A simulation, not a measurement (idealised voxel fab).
Process module under the name voxel fin reveal
cross-section cut | 205 nm wide | cells 5 nm
This document writes a cross-section as a grid whose cells are square, and gives it as bands, listed from the top down; one or more rows of cells form a band. In this notation a band is specified by the heights of its top and bottom, in that order and in nm, after which its materials appear from left to right, each paired with its width in nm. The word "full width" attached to a single material means that material fills the band from edge to edge; the word "blank" stands for empty space. Note: height 0 marks the level under which the wafer is uniformly one material as received. Lowest band unbounded below, written "z 0 and below". The notation "30 to 40" denotes a width that varies across the rows of cells in the band, beginning at the first number in the top row, finishing at the second number in the bottom row, and changing by an identical amount from each row to the next. Step marked "no modifications"? Then no cell in the cross-section changed in it. Voids not open to the top, 8 cells minimum: see "Closed void listing". Written width x height at distance; distance is from the left edge; nm. after a step's settings: what the simulator itself notes on the step. overlay nm: where the mask lay relative to plan, measured to the right, on steps with a mask; negatives go left.
So here's the lineup of process steps we planned
step 1: RECEIVE | material Si
step 2: CONFORMAL_DEP | material SiN | thk nm 10
step 3: DIRECTIONAL_DEP | material aC | thk nm 10
step 4: PATTERN | tone cover | mask id FINS | material resist | width nm 15 | pitch nm 35 | thk nm 30 | overlay nm 0
step 5: DIRECTIONAL_ETCH | etch materials aC | depth nm 10
step 6: STRIP | etch materials resist
step 7: DIRECTIONAL_ETCH | etch materials SiN | depth nm 10
step 8: DIRECTIONAL_ETCH | etch materials Si | depth nm 35
step 9: STRIP | etch materials aC
step 10: FILL_DEP | material SiO2 | thk nm 5
step 11: CMP | height nm 10
step 12: SELECTIVE_ETCH | etch materials SiO2 | depth nm 20
step 13: STRIP | etch materials SiN
step 14: CONFORMAL_DEP | material HfO2 | thk nm 5
The first wafer of two, processed as planned
Wafer as received: cross-section following step 1
  z 0 and below: Si full width
  Closed void listing: none
Cross-section: wafer state after step 2
  z 10 to 0: SiN full width
  All layers under 0 are left as they were.
Cross-section: wafer state after step 3
  z 20 to 10: aC full width
  All layers under 10 are left as they were.
Cross-section: wafer state after step 4
  z 50 to 20: blank: 60, then resist: 15, then blank: 20, then resist: 15, then blank: 20, then resist: 15, then blank: 60
  All layers under 20 are left as they were.
Cross-section: wafer state after step 5
  z 40 to 20: blank: 60, then resist: 15, then blank: 20, then resist: 15, then blank: 20, then resist: 15, then blank: 60
  z 20 to 10: blank: 60, then aC: 15, then blank: 20, then aC: 15, then blank: 20, then aC: 15, then blank: 60
  All layers under 10 are left as they were.
Cross-section: wafer state after step 6
  z 20 to 10: blank: 60, then aC: 15, then blank: 20, then aC: 15, then blank: 20, then aC: 15, then blank: 60
  All layers under 10 are left as they were.
Cross-section: wafer state after step 7
  z 20 to 10: blank: 60, then aC: 15, then blank: 20, then aC: 15, then blank: 20, then aC: 15, then blank: 60
  z 10 to 0: blank: 60, then SiN: 15, then blank: 20, then SiN: 15, then blank: 20, then SiN: 15, then blank: 60
  All layers under 0 are left as they were.
Cross-section: wafer state after step 8
  z 20 to 10: blank: 60, then aC: 15, then blank: 20, then aC: 15, then blank: 20, then aC: 15, then blank: 60
  z 10 to 0: blank: 60, then SiN: 15, then blank: 20, then SiN: 15, then blank: 20, then SiN: 15, then blank: 60
  z 0 to -35: blank: 60, then Si: 15, then blank: 20, then Si: 15, then blank: 20, then Si: 15, then blank: 60
  All layers under -35 are left as they were.
Cross-section: wafer state after step 9
  z 10 to 0: blank: 60, then SiN: 15, then blank: 20, then SiN: 15, then blank: 20, then SiN: 15, then blank: 60
  All layers under 0 are left as they were.
Cross-section: wafer state after step 10
  z 15 to 10: SiO2 full width
  z 10 to 0: SiO2: 60, then SiN: 15, then SiO2: 20, then SiN: 15, then SiO2: 20, then SiN: 15, then SiO2: 60
  z 0 to -35: SiO2: 60, then Si: 15, then SiO2: 20, then Si: 15, then SiO2: 20, then Si: 15, then SiO2: 60
  All layers under -35 are left as they were.
Cross-section: wafer state after step 11
  z 10 to 0: SiO2: 60, then SiN: 15, then SiO2: 20, then SiN: 15, then SiO2: 20, then SiN: 15, then SiO2: 60
  All layers under 0 are left as they were.
Cross-section: wafer state after step 12
  z 10 to 0: blank: 60, then SiN: 15, then blank: 20, then SiN: 15, then blank: 20, then SiN: 15, then blank: 60
  z 0 to -10: blank: 60, then Si: 15, then blank: 20, then Si: 15, then blank: 20, then Si: 15, then blank: 60
  All layers under -10 are left as they were.
Cross-section: wafer state after step 13
  z 0 to -10: blank: 60, then Si: 15, then blank: 20, then Si: 15, then blank: 20, then Si: 15, then blank: 60
  All layers under -10 are left as they were.
Cross-section: wafer state after step 14
  z 5 to 0: blank: 55, then HfO2: 25, then blank: 10, then HfO2: 25, then blank: 10, then HfO2: 25, then blank: 55
  z 0 to -5: blank: 55, then HfO2: 5, then Si: 15, then HfO2: 5, then blank: 10, then HfO2: 5, then Si: 15, then HfO2: 5, then blank: 10, then HfO2: 5, then Si: 15, then HfO2: 5, then blank: 55
  z -5 to -10: HfO2: 60, then Si: 15, then HfO2: 20, then Si: 15, then HfO2: 20, then Si: 15, then HfO2: 60
  All layers under -10 are left as they were.
The second wafer began exactly as the first did and followed the same plan, but one mistake was made while running it; through step 12 inclusive, the two wafers are identical
Second wafer profile in section, at the moment step 13 of the plan was meant to be complete
  z 10 to 0: blank: 60, then SiN: 15, then blank: 20, then SiN: 15, then blank: 20, then SiN: 15, then blank: 60
  z 0 to -35: blank: 60, then Si: 15, then blank: 20, then Si: 15, then blank: 20, then Si: 15, then blank: 60
  All layers under -35 are left as they were.
Second wafer profile in section, at the moment step 14 of the plan was meant to be complete
  z 15 to 10: blank: 55, then HfO2: 25, then blank: 10, then HfO2: 25, then blank: 10, then HfO2: 25, then blank: 55
  z 10 to 0: blank: 55, then HfO2: 5, then SiN: 15, then HfO2: 5, then blank: 10, then HfO2: 5, then SiN: 15, then HfO2: 5, then blank: 10, then HfO2: 5, then SiN: 15, then HfO2: 5, then blank: 55
  z 0 to -30: blank: 55, then HfO2: 5, then Si: 15, then HfO2: 5, then blank: 10, then HfO2: 5, then Si: 15, then HfO2: 5, then blank: 10, then HfO2: 5, then Si: 15, then HfO2: 5, then blank: 55
  z -30 to -35: HfO2: 60, then Si: 15, then HfO2: 20, then Si: 15, then HfO2: 20, then Si: 15, then HfO2: 60
  All layers under -35 are left as they were.
Diagnosis: heads up, step 13 didn't go per plan, it actually ran as STRIP | etch materials SiO2
Per the end-of-run cell counts, the second wafer holds more or fewer of some materials than the first: HfO2: 42 more; SiN: 18 more; SiO2: 160 fewer
